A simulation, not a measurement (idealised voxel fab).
process module | voxel released beams
cross-section cut | 180 nm wide | cells 5 nm
A cross-section is a grid of square cells, given in bands from the top down. A band is one or more rows of cells.
Each band's line starts with the height of the band's top and of its bottom, in nm. Then come its materials from left to right, each with its width in nm. One material with "throughout" fills the band from edge to edge. "air" is empty space.
Height 0 is the level under which the wafer as received is all one material. The lowest band goes on downwards, as in "0 down".
A width such as "30 to 40" changes by the same amount from each row of cells to the next, from the band's top row to its bottom row.
"no change" after a step means that no cell of the cross-section changed.
closed voids: empty space of 8 cells or more with no open way to the top, each as width x height at its distance from the left edge, in nm
after a step's settings: what the simulator itself notes on the step
overlay nm, on a step with a mask: how far to the right of its planned place the mask lay; to the left if negative
plan
1 op RECEIVE | material Si
2 op CONFORMAL_DEP | material SiN | thk nm 10
3 op DIRECTIONAL_DEP | material SiO2 | thk nm 20
4 op PATTERN | tone open | mask id ANCHOR | material resist | width nm 35 | thk nm 15 | overlay nm 0
5 op DIRECTIONAL_ETCH | etch materials SiO2 | depth nm 20
6 op STRIP | etch materials resist
7 op CONFORMAL_DEP | material TiN | thk nm 15
8 op DIRECTIONAL_DEP | material aC | thk nm 15
9 op PATTERN | tone cover | mask id BEAM | material resist | width nm 100 | thk nm 30 | overlay nm 0
10 op DIRECTIONAL_ETCH | etch materials aC | depth nm 15
11 op STRIP | etch materials resist
12 op DIRECTIONAL_ETCH | etch materials TiN | depth nm 15
13 op STRIP | etch materials aC
14 op STRIP | etch materials SiO2
as received, after step 1
  0 down: Si throughout
  closed voids: none
a wafer at the end: this start, this plan, one mistake
  45 to 30: air 35 | TiN 100 | air 45
  30 to 20: SiN throughout
  20 to 0: SiO2 throughout
  0 down: Si throughout
  closed voids: none
what went wrong: steps 2 and 3 were swapped
